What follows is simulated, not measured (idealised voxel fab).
Process module, titled voxel released beams
Section shown: cut. Width: 290 nm. Cell size: 5 nm, square.
Format of a cross-section: grid, square cells. Given as bands. Order: top down. Band: one or more rows of cells. Basically the band line says how high the top is and how high the bottom is, in nm, and then what's in it from left to right, every material with its width in nm. Empty space shows up as "empty", and if a single material carries "everywhere" it runs the full band edge to edge. Convention: height 0 is the level below which the wafer, as received, is all one material. The lowest band does not terminate at the bottom but continues downward, represented as "0 nm and below". A width given as "30..40" starts at the first number in the band's top row and ends at the second number in its bottom row, shifting by an equal amount at every step from row to row. "no change" (step): cross-section cells unchanged, all of them. Heads up: "Closed voids list" only lists the empty pockets with no open path to the top that are 8 cells or more, and it writes them as width x height at distance, distance from the left edge, in nm. If you see something after the settings on a step's line, that's the simulator's own remark about that step. Each step line may optionally specify "overlay nm", which for a step with a mask gives the rightward distance between the mask's planned place and where it lay, a negative value indicating the leftward direction.

[Below is the list of planned process steps]
1,RECEIVE, material Si
2,CONFORMAL_DEP, material SiN, thk nm 5
3,DIRECTIONAL_DEP, material SiO2, thk nm 10
4,DIRECTIONAL_DEP, material aC, thk nm 10
5,PATTERN, tone open, mask id ANCHOR, material resist, width nm 40, thk nm 25, overlay nm 0
6,DIRECTIONAL_ETCH, etch materials aC, depth nm 10
7,STRIP, etch materials resist
8,DIRECTIONAL_ETCH, etch materials SiO2, depth nm 10
9,STRIP, etch materials aC
10,CONFORMAL_DEP, material W, thk nm 15
11,MASKED_ETCH, tone cover, mask id BEAM, width nm 110, etch materials W, depth nm 15, overlay nm 0
12,STRIP, etch materials SiO2
For this document, wafers share an identical start and vary in the step 11 width nm; the plan quotes the first wafer's value.

[First of several wafers, received after step 1, in cross-section]
    0 nm and below: Si everywhere
    Closed voids list: none

[Once step 12, the last step, is complete, the module is at its end; this is the cross-section of the first of several wafers]
    30 nm to 20 nm: empty=85, W=15, empty=10, W=85, empty=95
    20 nm to 15 nm: empty=85, W=110, empty=95
    15 nm to 5 nm: empty=85, W=40, empty=165
    5 nm to 0 nm: SiN everywhere
    0 nm and below: Si everywhere
    Closed voids list: none

[Cross-sectional depiction of the last of several wafers upon completion of the module]
    30 nm to 20 nm: empty=75, W=25, empty=10, W=100, empty=80
    20 nm to 15 nm: empty=75, W=135, empty=80
    15 nm to 5 nm: empty=85, W=40, empty=165
    5 nm to 0 nm: SiN everywhere
    0 nm and below: Si everywhere
    Closed voids list: none

[What follows is a table in which each wafer occupies a row; for the wafer as it stands at the close of the module, the row states, material by material, how many cells have been gained (+) or lost (-) since receipt, and then gives its closed voids]
width nm 110; +58 SiN; +78 W; Closed voids list: none
width nm 115; +58 SiN; +81 W; Closed voids list: none
width nm 120; +58 SiN; +84 W; Closed voids list: none
width nm 125; +58 SiN; +87 W; Closed voids list: none
width nm 130; +58 SiN; +90 W; Closed voids list: none
width nm 135; +58 SiN; +93 W; Closed voids list: none
